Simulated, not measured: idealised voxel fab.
process module | voxel self aligned vias
cross-section cut | 190 nm wide | cells 5 nm
A cross-section is a grid of square cells, given in bands from the top down. A band is one or more rows of cells.
Each band's line starts with the height of the band's top and of its bottom, in nm. Then come its materials from left to right, each with its width in nm. One material with "throughout" fills the band from edge to edge. "air" is empty space.
Height 0 is the level under which the wafer as received is all one material. The lowest band goes on downwards, as in "0 down".
A width such as "30 to 40" changes by the same amount from each row of cells to the next, from the band's top row to its bottom row.
"no change" after a step means that no cell of the cross-section changed.
closed voids: empty space of 8 cells or more with no open way to the top, each as width x height at its distance from the left edge, in nm
after a step's settings: what the simulator itself notes on the step
overlay nm, on a step with a mask: how far to the right of its planned place the mask lay; to the left if negative
Each pair below shows a cross-section before one step and the cross-section after it, down to the lowest band that changed. The line under each pair gives the step between them, with its settings. The pairs can come from different runs of this module on the same starting wafer, so a pair continues from the pair above only where its "before" says so.
before
  85 to 65: resist 15 | air 40 | resist 20 | air 40 | resist 20 | air 40 | resist 15
  65 to 45: lowk 15 | air 40 | lowk 20 | air 40 | lowk 20 | air 40 | lowk 15
  45 to 35: lowk 25 | SiN 30 | lowk 30 | SiN 30 | lowk 30 | SiN 30 | lowk 15
  35 to 25: lowk 25 | TiN 5 | Ru 20 | TiN 5 | lowk 30 | TiN 5 | Ru 20 | TiN 5 | lowk 30 | TiN 5 | Ru 20 | TiN 5 | lowk 15
  25 to 20: lowk 25 | TiN 30 | lowk 30 | TiN 30 | lowk 30 | TiN 30 | lowk 15
  20 to 15: SiCN throughout
  15 to 0: SiO2 throughout
  0 down: Si throughout
  closed voids: none
after
  85 to 65: resist 15 | air 40 | resist 20 | air 40 | resist 20 | air 40 | resist 15
  65 to 45: lowk 15 | air 40 | lowk 20 | air 40 | lowk 20 | air 40 | lowk 15
  45 to 35: lowk 25 | air 30 | lowk 30 | air 30 | lowk 30 | air 30 | lowk 15
  below 35: unchanged
  closed voids: none
the step between: op DIRECTIONAL_ETCH | etch materials SiN | depth nm 10
before: the cross-section after the pair above
after
  65 to 45: lowk 15 | air 40 | lowk 20 | air 40 | lowk 20 | air 40 | lowk 15
  below 45: unchanged
  closed voids: none
the step between: op STRIP | etch materials resist
before: the cross-section after the pair above
after
  70 to 65: TiN 20 | air 30 | TiN 30 | air 30 | TiN 30 | air 30 | TiN 20
  65 to 50: lowk 15 | TiN 5 | air 30 | TiN 5 | lowk 20 | TiN 5 | air 30 | TiN 5 | lowk 20 | TiN 5 | air 30 | TiN 5 | lowk 15
  50 to 40: lowk 15 to 25 | TiN 15 to 5 | air 20 | TiN 5 | lowk 20 to 30 | TiN 15 to 5 | air 20 | TiN 5 | lowk 20 to 30 | TiN 15 to 5 | air 20 | TiN 5 | lowk 15
  40 to 35: lowk 25 | TiN 30 | lowk 30 | TiN 30 | lowk 30 | TiN 30 | lowk 15
  below 35: unchanged
  closed voids: none
the step between: op CONFORMAL_DEP | material TiN | thk nm 5
before: the cross-section after the pair above
after
  80 to 70: Cu throughout
  70 to 65: TiN 20 | Cu 30 | TiN 30 | Cu 30 | TiN 30 | Cu 30 | TiN 20
  65 to 50: lowk 15 | TiN 5 | Cu 30 | TiN 5 | lowk 20 | TiN 5 | Cu 30 | TiN 5 | lowk 20 | TiN 5 | Cu 30 | TiN 5 | lowk 15
  50 to 40: lowk 15 to 25 | TiN 15 to 5 | Cu 20 | TiN 5 | lowk 20 to 30 | TiN 15 to 5 | Cu 20 | TiN 5 | lowk 20 to 30 | TiN 15 to 5 | Cu 20 | TiN 5 | lowk 15
  below 40: unchanged
  closed voids: none
the step between: op FILL_DEP | material Cu | thk nm 10
before: the cross-section after the pair above
after
  65 to 50: lowk 15 | TiN 5 | Cu 30 | TiN 5 | lowk 20 | TiN 5 | Cu 30 | TiN 5 | lowk 20 | TiN 5 | Cu 30 | TiN 5 | lowk 15
  below 50: unchanged
  closed voids: none
the step between: op CMP | height nm 65
before: the cross-section after the pair above
after
  70 to 65: SiN throughout
  below 65: unchanged
  closed voids: none
the step between: op CONFORMAL_DEP | material SiN | thk nm 5
before
  50 to 45: TiN 25 | air 20 | TiN 40 | air 20 | TiN 40 | air 20 | TiN 25
  45 to 25: lowk 20 | TiN 5 | air 20 | TiN 5 | lowk 30 | TiN 5 | air 20 | TiN 5 | lowk 30 | TiN 5 | air 20 | TiN 5 | lowk 20
  25 to 20: lowk 20 | TiN 30 | lowk 30 | TiN 30 | lowk 30 | TiN 30 | lowk 20
  20 to 15: SiCN throughout
  15 to 0: SiO2 throughout
  0 down: Si throughout
  closed voids: none
after
  60 to 50: SiN throughout
  50 to 45: TiN 25 | SiN 20 | TiN 40 | SiN 20 | TiN 40 | SiN 20 | TiN 25
  45 to 25: lowk 20 | TiN 5 | SiN 20 | TiN 5 | lowk 30 | TiN 5 | SiN 20 | TiN 5 | lowk 30 | TiN 5 | SiN 20 | TiN 5 | lowk 20
  below 25: unchanged
  closed voids: none
the step between: op FILL_DEP | material SiN | thk nm 10
before: the cross-section after the pair above
after
  45 to 25: lowk 20 | TiN 5 | SiN 20 | TiN 5 | lowk 30 | TiN 5 | SiN 20 | TiN 5 | lowk 30 | TiN 5 | SiN 20 | TiN 5 | lowk 20
  below 25: unchanged
  closed voids: none
the step between: op CMP | height nm 45
before: the cross-section after the pair above
after
  45 to 35: lowk 20 | air 5 | SiN 20 | air 5 | lowk 30 | air 5 | SiN 20 | air 5 | lowk 30 | air 5 | SiN 20 | air 5 | lowk 20
  below 35: unchanged
  closed voids: none
the step between: op SELECTIVE_ETCH | etch materials W Ru TiN | depth nm 10
before: the cross-section after the pair above
after
  50 to 45: SiN throughout
  45 to 35: lowk 20 | SiN 30 | lowk 30 | SiN 30 | lowk 30 | SiN 30 | lowk 20
  below 35: unchanged
  closed voids: none
the step between: op FILL_DEP | material SiN | thk nm 5
before: the cross-section after the pair above
after
  45 to 35: lowk 20 | SiN 30 | lowk 30 | SiN 30 | lowk 30 | SiN 30 | lowk 20
  below 35: unchanged
  closed voids: none
the step between: op CMP | height nm 45
before: the cross-section after the pair above
after
  65 to 45: lowk throughout
  below 45: unchanged
  closed voids: none
the step between: op DIRECTIONAL_DEP | material lowk | thk nm 20
before: the cross-section after the pair above
after
  85 to 65: resist 15 | air 40 | resist 20 | air 40 | resist 20 | air 40 | resist 15
  below 65: unchanged
  closed voids: none
the step between: op PATTERN | tone open | mask id VIAS | material resist | width nm 40 | pitch nm 60 | thk nm 20 | overlay nm 0
before: the cross-section after the pair above
after
  85 to 65: resist 15 | air 40 | resist 20 | air 40 | resist 20 | air 40 | resist 15
  65 to 45: lowk 15 | air 40 | lowk 20 | air 40 | lowk 20 | air 40 | lowk 15
  below 45: unchanged
  closed voids: none
the step between: op DIRECTIONAL_ETCH | etch materials lowk | depth nm 20
before: the cross-section after the pair above
after
  85 to 65: resist 15 | air 40 | resist 20 | air 40 | resist 20 | air 40 | resist 15
  65 to 45: lowk 15 | air 40 | lowk 20 | air 40 | lowk 20 | air 40 | lowk 15
  45 to 35: lowk 20 | air 30 | lowk 30 | air 30 | lowk 30 | air 30 | lowk 20
  below 35: unchanged
  closed voids: none
the step between: op DIRECTIONAL_ETCH | etch materials SiN | depth nm 10
before: the cross-section after the pair above
after
  65 to 45: lowk 15 | air 40 | lowk 20 | air 40 | lowk 20 | air 40 | lowk 15
  below 45: unchanged
  closed voids: none
the step between: op STRIP | etch materials resist
before: the cross-section after the pair above
after
  70 to 65: TiN 20 | air 30 | TiN 30 | air 30 | TiN 30 | air 30 | TiN 20
  65 to 50: lowk 15 | TiN 5 | air 30 | TiN 5 | lowk 20 | TiN 5 | air 30 | TiN 5 | lowk 20 | TiN 5 | air 30 | TiN 5 | lowk 15
  50 to 40: lowk 15 to 20 | TiN 10 to 5 | air 20 | TiN 10 to 5 | lowk 20 to 30 | TiN 10 to 5 | air 20 | TiN 10 to 5 | lowk 20 to 30 | TiN 10 to 5 | air 20 | TiN 10 to 5 | lowk 15 to 20
  40 to 35: lowk 20 | TiN 30 | lowk 30 | TiN 30 | lowk 30 | TiN 30 | lowk 20
  below 35: unchanged
  closed voids: none
the step between: op CONFORMAL_DEP | material TiN | thk nm 5
before: the cross-section after the pair above
after
  80 to 70: Cu throughout
  70 to 65: TiN 20 | Cu 30 | TiN 30 | Cu 30 | TiN 30 | Cu 30 | TiN 20
  65 to 50: lowk 15 | TiN 5 | Cu 30 | TiN 5 | lowk 20 | TiN 5 | Cu 30 | TiN 5 | lowk 20 | TiN 5 | Cu 30 | TiN 5 | lowk 15
  50 to 40: lowk 15 to 20 | TiN 10 to 5 | Cu 20 | TiN 10 to 5 | lowk 20 to 30 | TiN 10 to 5 | Cu 20 | TiN 10 to 5 | lowk 20 to 30 | TiN 10 to 5 | Cu 20 | TiN 10 to 5 | lowk 15 to 20
  below 40: unchanged
  closed voids: none
the step between: op FILL_DEP | material Cu | thk nm 10
before: the cross-section after the pair above
after
  65 to 50: lowk 15 | TiN 5 | Cu 30 | TiN 5 | lowk 20 | TiN 5 | Cu 30 | TiN 5 | lowk 20 | TiN 5 | Cu 30 | TiN 5 | lowk 15
  below 50: unchanged
  closed voids: none
the step between: op CMP | height nm 65
before: the cross-section after the pair above
after
  70 to 65: SiN throughout
  below 65: unchanged
  closed voids: none
the step between: op CONFORMAL_DEP | material SiN | thk nm 5
before
  45 to 20: lowk throughout
  20 to 15: SiCN throughout
  15 to 0: SiO2 throughout
  0 down: Si throughout
  closed voids: none
after
  65 to 45: air 20 | resist 30 | air 30 | resist 30 | air 30 | resist 30 | air 20
  below 45: unchanged
  closed voids: none
the step between: op PATTERN | tone cover | mask id LINES | material resist | width nm 30 | pitch nm 60 | thk nm 20 | overlay nm 0
before: the cross-section after the pair above
after
  65 to 45: air 20 | resist 30 | air 30 | resist 30 | air 30 | resist 30 | air 20
  45 to 20: air 20 | lowk 30 | air 30 | lowk 30 | air 30 | lowk 30 | air 20
  below 20: unchanged
  closed voids: none
the step between: op DIRECTIONAL_ETCH | etch materials lowk | depth nm 25
before: the cross-section after the pair above
after
  45 to 20: air 20 | lowk 30 | air 30 | lowk 30 | air 30 | lowk 30 | air 20
  below 20: unchanged
  closed voids: none
the step between: op STRIP | etch materials resist
before: the cross-section after the pair above
after
  50 to 45: air 15 | TiN 40 | air 20 | TiN 40 | air 20 | TiN 40 | air 15
  45 to 25: air 15 | TiN 5 | lowk 30 | TiN 5 | air 20 | TiN 5 | lowk 30 | TiN 5 | air 20 | TiN 5 | lowk 30 | TiN 5 | air 15
  25 to 20: TiN 20 | lowk 30 | TiN 30 | lowk 30 | TiN 30 | lowk 30 | TiN 20
  below 20: unchanged
  closed voids: none
the step between: op CONFORMAL_DEP | material TiN | thk nm 5
before: the cross-section after the pair above
after
  60 to 50: Ru throughout
  50 to 45: Ru 15 | TiN 40 | Ru 20 | TiN 40 | Ru 20 | TiN 40 | Ru 15
  45 to 25: Ru 15 | TiN 5 | lowk 30 | TiN 5 | Ru 20 | TiN 5 | lowk 30 | TiN 5 | Ru 20 | TiN 5 | lowk 30 | TiN 5 | Ru 15
  below 25: unchanged
  closed voids: none
the step between: op FILL_DEP | material Ru | thk nm 10
before: the cross-section after the pair above
after
  45 to 25: Ru 15 | TiN 5 | lowk 30 | TiN 5 | Ru 20 | TiN 5 | lowk 30 | TiN 5 | Ru 20 | TiN 5 | lowk 30 | TiN 5 | Ru 15
  below 25: unchanged
  closed voids: none
the step between: op CMP | height nm 45
before: the cross-section after the pair above
after
  45 to 35: air 20 | lowk 30 | air 30 | lowk 30 | air 30 | lowk 30 | air 20
  below 35: unchanged
  closed voids: none
the step between: op SELECTIVE_ETCH | etch materials W Ru TiN | depth nm 10
before: the cross-section after the pair above
after
  50 to 45: SiN throughout
  45 to 35: SiN 20 | lowk 30 | SiN 30 | lowk 30 | SiN 30 | lowk 30 | SiN 20
  below 35: unchanged
  closed voids: none
the step between: op FILL_DEP | material SiN | thk nm 5
before: the cross-section after the pair above
after
  45 to 35: SiN 20 | lowk 30 | SiN 30 | lowk 30 | SiN 30 | lowk 30 | SiN 20
  below 35: unchanged
  closed voids: none
the step between: op CMP | height nm 45
before: the cross-section after the pair above
after
  65 to 45: lowk throughout
  below 45: unchanged
  closed voids: none
the step between: op DIRECTIONAL_DEP | material lowk | thk nm 20
before: the cross-section after the pair above
after
  85 to 65: resist 15 | air 40 | resist 20 | air 40 | resist 20 | air 40 | resist 15
  below 65: unchanged
  closed voids: none
the step between: op PATTERN | tone open | mask id VIAS | material resist | width nm 40 | pitch nm 60 | thk nm 20 | overlay nm 0
before: the cross-section after the pair above
after
  85 to 65: resist 15 | air 40 | resist 20 | air 40 | resist 20 | air 40 | resist 15
  65 to 45: lowk 15 | air 40 | lowk 20 | air 40 | lowk 20 | air 40 | lowk 15
  below 45: unchanged
  closed voids: none
the step between: op DIRECTIONAL_ETCH | etch materials lowk | depth nm 20
before: the cross-section after the pair above
after
  85 to 65: resist 15 | air 40 | resist 20 | air 40 | resist 20 | air 40 | resist 15
  65 to 45: lowk 15 | air 40 | lowk 20 | air 40 | lowk 20 | air 40 | lowk 15
  45 to 35: SiN 15 | air 5 | lowk 30 | air 5 | SiN 20 | air 5 | lowk 30 | air 5 | SiN 20 | air 5 | lowk 30 | air 5 | SiN 15
  below 35: unchanged
  closed voids: none
the step between: op DIRECTIONAL_ETCH | etch materials SiN | depth nm 10
before: the cross-section after the pair above
after
  65 to 45: lowk 15 | air 40 | lowk 20 | air 40 | lowk 20 | air 40 | lowk 15
  below 45: unchanged
  closed voids: none
the step between: op STRIP | etch materials resist
before: the cross-section after the pair above
after
  70 to 65: TiN 20 | air 30 | TiN 30 | air 30 | TiN 30 | air 30 | TiN 20
  65 to 50: lowk 15 | TiN 5 | air 30 | TiN 5 | lowk 20 | TiN 5 | air 30 | TiN 5 | lowk 20 | TiN 5 | air 30 | TiN 5 | lowk 15
  50 to 45: lowk 15 | TiN 40 | lowk 20 | TiN 40 | lowk 20 | TiN 40 | lowk 15
  45 to 35: SiN 15 | TiN 5 | lowk 30 | TiN 5 | SiN 20 | TiN 5 | lowk 30 | TiN 5 | SiN 20 | TiN 5 | lowk 30 | TiN 5 | SiN 15
  below 35: unchanged
  closed voids: none
the step between: op CONFORMAL_DEP | material TiN | thk nm 5
before: the cross-section after the pair above
after
  80 to 70: Cu throughout
  70 to 65: TiN 20 | Cu 30 | TiN 30 | Cu 30 | TiN 30 | Cu 30 | TiN 20
  65 to 50: lowk 15 | TiN 5 | Cu 30 | TiN 5 | lowk 20 | TiN 5 | Cu 30 | TiN 5 | lowk 20 | TiN 5 | Cu 30 | TiN 5 | lowk 15
  below 50: unchanged
  closed voids: none
the step between: op FILL_DEP | material Cu | thk nm 10
before: the cross-section after the pair above
after
  65 to 50: lowk 15 | TiN 5 | Cu 30 | TiN 5 | lowk 20 | TiN 5 | Cu 30 | TiN 5 | lowk 20 | TiN 5 | Cu 30 | TiN 5 | lowk 15
  below 50: unchanged
  closed voids: none
the step between: op CMP | height nm 65
before: the cross-section after the pair above
after
  70 to 65: SiN throughout
  below 65: unchanged
  closed voids: none
the step between: op CONFORMAL_DEP | material SiN | thk nm 5
